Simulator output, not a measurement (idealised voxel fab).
The following is a process module called voxel transistor to metal.
For reference, the cross-section in this document is cut, with width 150 nm and square cells of 5 nm.
The cross-sections in this document take the form of a grid made of square cells. They are written out as bands, in order from top to bottom. Each band consists of one or more rows of cells.
Basically the band line says how high the top is and how high the bottom is, in nm, and then what's in it from left to right, every material with its width in nm. Empty space shows up as "blank", and if a single material carries "all across" it runs the full band edge to edge.
Height datum 0, below which the as-received substrate wafer is one material. Lowest band open at the bottom, running downward: "top 0, no bottom".
The width entry "30->40" should be interpreted row by row: the top row of cells in the band takes the first number, the bottom row takes the second number, and the change between adjacent rows is uniform throughout.
Basically "nothing got changed" means that step didn't change any cell in the cross-section.
Enclosed voids (no open way to top), threshold 8 cells or more, entry "Unvented voids", notation width x height at distance, distance from left edge, nm.
Read whatever lies past the settings on a step's line as the simulator's own remark about the step.
You can add "overlay nm" to a step's line. For a step with a mask, it describes how far the mask lay to the right of its planned position, and a negative number describes a lay to the left.

LISTED BELOW ARE THE PROCESS STEPS AS PLANNED
1 RECEIVE: material Si
2 CONFORMAL_DEP: material SiO2, thk nm 5
3 CONFORMAL_DEP: material SiN, thk nm 15
4 DIRECTIONAL_DEP: material aC, thk nm 15
5 PATTERN: tone cover, mask id ACTIVE, material resist, width nm 95, thk nm 30, overlay nm 0
6 DIRECTIONAL_ETCH: etch materials aC, depth nm 15
7 STRIP: etch materials resist
8 DIRECTIONAL_ETCH: etch materials SiN, depth nm 15
9 DIRECTIONAL_ETCH: etch materials SiO2, depth nm 5
10 DIRECTIONAL_ETCH: etch materials Si, depth nm 30
11 STRIP: etch materials aC
12 FILL_DEP: material SiO2, thk nm 10
13 CMP: height nm 20
14 SELECTIVE_ETCH: etch materials SiO2, depth nm 10
15 STRIP: etch materials SiN
16 SELECTIVE_ETCH: etch materials SiO2, depth nm 5
17 OXIDIZE: depth nm 5
18 DIRECTIONAL_DEP: material polySi, thk nm 25
19 DIRECTIONAL_DEP: material SiCN, thk nm 15
20 PATTERN: tone cover, mask id GATE, material resist, width nm 15, thk nm 15, overlay nm 0
21 DIRECTIONAL_ETCH: etch materials SiCN, depth nm 25
22 DIRECTIONAL_ETCH: etch materials polySi, depth nm 35
23 STRIP: etch materials resist
24 CONFORMAL_DEP: material SiN, thk nm 10
25 DIRECTIONAL_ETCH: etch materials SiN, depth nm 10
26 DIRECTIONAL_ETCH: etch materials SiO2, depth nm 5
27 EPI: material SiGe, thk nm 5
28 FILL_DEP: material SiO2, thk nm 10
29 CMP: height nm 40
30 DIRECTIONAL_DEP: material SiO2, thk nm 15
31 MASKED_ETCH: tone open, mask id CONTACT, width nm 20, pitch nm 65, etch materials SiO2, depth nm 55, overlay nm 0
32 CONFORMAL_DEP: material TiN, thk nm 5
33 FILL_DEP: material W, thk nm 10
34 CMP: height nm 55
35 CONFORMAL_DEP: material SiCN, thk nm 5
36 DIRECTIONAL_DEP: material SiO2, thk nm 25
37 DIRECTIONAL_DEP: material aC, thk nm 10
38 PATTERN: tone open, mask id METAL_1, material resist, width nm 20, pitch nm 65, thk nm 25, overlay nm 0
39 DIRECTIONAL_ETCH: etch materials aC, depth nm 10
40 STRIP: etch materials resist
41 DIRECTIONAL_ETCH: etch materials SiO2, depth nm 25
42 DIRECTIONAL_ETCH: etch materials SiCN, depth nm 5
43 STRIP: etch materials aC
44 CONFORMAL_DEP: material TiN, thk nm 5
45 FILL_DEP: material Cu, thk nm 10
46 CMP: height nm 85
47 EPI: material Ru, thk nm 5
48 FILL_DEP: material SiCN, thk nm 5
49 DIRECTIONAL_DEP: material SiO2, thk nm 25
50 PATTERN: tone open, mask id METAL_2, material resist, width nm 20, pitch nm 65, thk nm 20, overlay nm 0
51 DIRECTIONAL_ETCH: etch materials SiO2, depth nm 15
52 STRIP: etch materials resist
53 DIRECTIONAL_DEP: material aC, thk nm 10
54 PATTERN: tone open, mask id METAL_2_HOLES, material resist, width nm 15, pitch nm 65, thk nm 30, overlay nm 0
55 DIRECTIONAL_ETCH: etch materials aC, depth nm 10
56 STRIP: etch materials resist
57 DIRECTIONAL_ETCH: etch materials SiO2, depth nm 10
58 DIRECTIONAL_ETCH: etch materials SiCN, depth nm 5
59 STRIP: etch materials aC
60 CONFORMAL_DEP: material TiN, thk nm 5
61 FILL_DEP: material Cu, thk nm 5
62 CMP: height nm 120
63 CONFORMAL_DEP: material SiN, thk nm 5

INCOMING WAFER IN CROSS-SECTION (STATE: AFTER STEP 1)
* top 0, no bottom = Si all across
* Unvented voids: none

FIGURE: CROSS-SECTIONAL VIEW OF THE WAFER UPON COMPLETION OF THE MODULE, PROCESSED FROM THE INITIAL STATE AND ACCORDING TO THE PLAN DEPICTED ABOVE, WITH ONE ERROR INTRODUCED DURING EXECUTION
* top 125, bottom 120 = SiN all across
* top 120, bottom 110 = 30 SiO2, 5 TiN, 15->10 Cu, 5->10 TiN, 40 SiO2, 5 TiN, 15->10 Cu, 5->10 TiN, 30 SiO2
* top 110, bottom 105 = 30 SiO2, 20 TiN, 45 SiO2, 20 TiN, 35 SiO2
* top 105, bottom 95 = 40 SiO2, 10 TiN, 55 SiO2, 10 TiN, 35 SiO2
* top 95, bottom 90 = 40 SiCN, 10 TiN, 55 SiCN, 10 TiN, 35 SiCN
* top 90, bottom 85 = 25 SiCN, 30 Ru, 35 SiCN, 30 Ru, 30 SiCN
* top 85, bottom 60 = 30 SiO2, 5 TiN, 10 Cu, 5 TiN, 45 SiO2, 5 TiN, 10 Cu, 5 TiN, 35 SiO2
* top 60, bottom 55 = 30 SiCN, 20 TiN, 45 SiCN, 20 TiN, 35 SiCN
* top 55, bottom 40 = 30 SiO2, 5 TiN, 10 W, 5 TiN, 45 SiO2, 5 TiN, 10 W, 5 TiN, 35 SiO2
* top 40, bottom 25 = 30 SiO2, 5 TiN, 10 W, 5 TiN, 5 SiO2, 10 SiN, 15 SiCN, 10 SiN, 5 SiO2, 5 TiN, 10 W, 5 TiN, 35 SiO2
* top 25, bottom 5 = 30 SiO2, 5 TiN, 10 W, 5 TiN, 5 SiO2, 10 SiN, 15 polySi, 10 SiN, 5 SiO2, 5 TiN, 10 W, 5 TiN, 35 SiO2
* top 5, bottom 0 = 20 SiO2, 10 SiN, 20 TiN, 5 SiO2, 10 SiN, 15 polySi, 10 SiN, 5 SiO2, 20 TiN, 10 SiN, 25 SiO2
* top 0, bottom -5 = 30 SiO2, 25 SiGe, 35 SiO2, 25 SiGe, 35 SiO2
* top -5, bottom -30 = 25 SiO2, 95 Si, 30 SiO2
* top -30, no bottom = Si all across
* Unvented voids: none
Deviation from plan: step 54 was run on a setting that differed from the plan, and what really ran there is PATTERN: tone open, mask id METAL_2_HOLES, material resist, width nm 15, pitch nm 65, thk nm 30, overlay nm 10
